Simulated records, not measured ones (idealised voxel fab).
Herein follows the process module entitled voxel fin reveal.
It is cross-section cut that appears here, measuring 245 nm in width, its square cells being 5 nm in size.
Cross-section, as written here: a square-cell grid given band by band from the top down, where a band holds one or more rows of cells. Heights first: top, then bottom, in nm. Then materials, left to right, each with a width in nm. "all across" on a single material: fills the band edge to edge. "empty": empty space. Convention: height 0 is the level below which the wafer, as received, is all one material. The lowest band does not terminate at the bottom but continues downward, represented as "from 0 down". A width such as "30->40" changes by the same amount from each row of cells to the next, from the band's top row to its bottom row. The designation "no alteration", where it is given for a processing step, indicates that no cell of the cross-section was altered in the course of that step. "Encapsulated voids" enumerates empty spaces isolated from the top, with no open way to it, that contain at least 8 cells, giving each as width x height at distance from the left edge, all three in nm. Read whatever lies past the settings on a step's line as the simulator's own remark about the step. If you see "overlay nm" on a step's line and that step has a mask, it's telling you how far right of where it was planned the mask ended up; a negative number means it went left instead.
-- Set out below are the planned steps of the process
- 1: RECEIVE with material Si
- 2: CONFORMAL_DEP with material SiN, thk nm 5
- 3: MASKED_ETCH with tone cover, mask id FINS, width nm 15, pitch nm 45, etch materials SiN, depth nm 5, overlay nm 0
- 4: MASKED_ETCH with tone cover, mask id FINS, width nm 15, pitch nm 45, etch materials Si, depth nm 30, overlay nm 0
- 5: OXIDIZE with depth nm 5
- 6: FILL_DEP with material SiO2, thk nm 10
- 7: CMP with height nm 5
- 8: SELECTIVE_ETCH with etch materials SiO2, depth nm 20
- 9: STRIP with etch materials SiN
- 10: CONFORMAL_DEP with material HfO2, thk nm 5
-- Step 1 complete: cross-section of the wafer as received
    from 0 down = Si all across
    Encapsulated voids: none
-- Run as planned - first of the two wafers cross-sectioned at the end of the module
    from 5 to 0 = empty (70) | HfO2 (15) | empty (30) | HfO2 (15) | empty (30) | HfO2 (15) | empty (70)
    from 0 to -10 = empty (70) | HfO2 (5) | Si (5) | HfO2 (5) | empty (30) | HfO2 (5) | Si (5) | HfO2 (5) | empty (30) | HfO2 (5) | Si (5) | HfO2 (5) | empty (70)
    from -10 to -15 = HfO2 (75) | Si (5) | HfO2 (40) | Si (5) | HfO2 (40) | Si (5) | HfO2 (75)
    from -15 to -35 = SiO2 (75) | Si (5) | SiO2 (40) | Si (5) | SiO2 (40) | Si (5) | SiO2 (75)
    from -35 down = Si all across
    Encapsulated voids: none
-- End-of-module cross-section of the second wafer: identical starting point and process plan to the first, with one processing mistake
    from 5 to 0 = empty (70) | SiO2 (15) | empty (30) | SiO2 (15) | empty (30) | SiO2 (15) | empty (70)
    from 0 to -10 = empty (70) | SiO2 (5) | Si (5) | SiO2 (5) | empty (30) | SiO2 (5) | Si (5) | SiO2 (5) | empty (30) | SiO2 (5) | Si (5) | SiO2 (5) | empty (70)
    from -10 to -35 = SiO2 (75) | Si (5) | SiO2 (40) | Si (5) | SiO2 (40) | Si (5) | SiO2 (75)
    from -35 down = Si all across
    Encapsulated voids: none
Short version of what went wrong: step 10 went in with a setting other than planned; the actual run was CONFORMAL_DEP with material SiO2, thk nm 5
Per the end-of-run cell counts, the second wafer holds more or fewer of some materials than the first: HfO2 -67, SiO2 +67
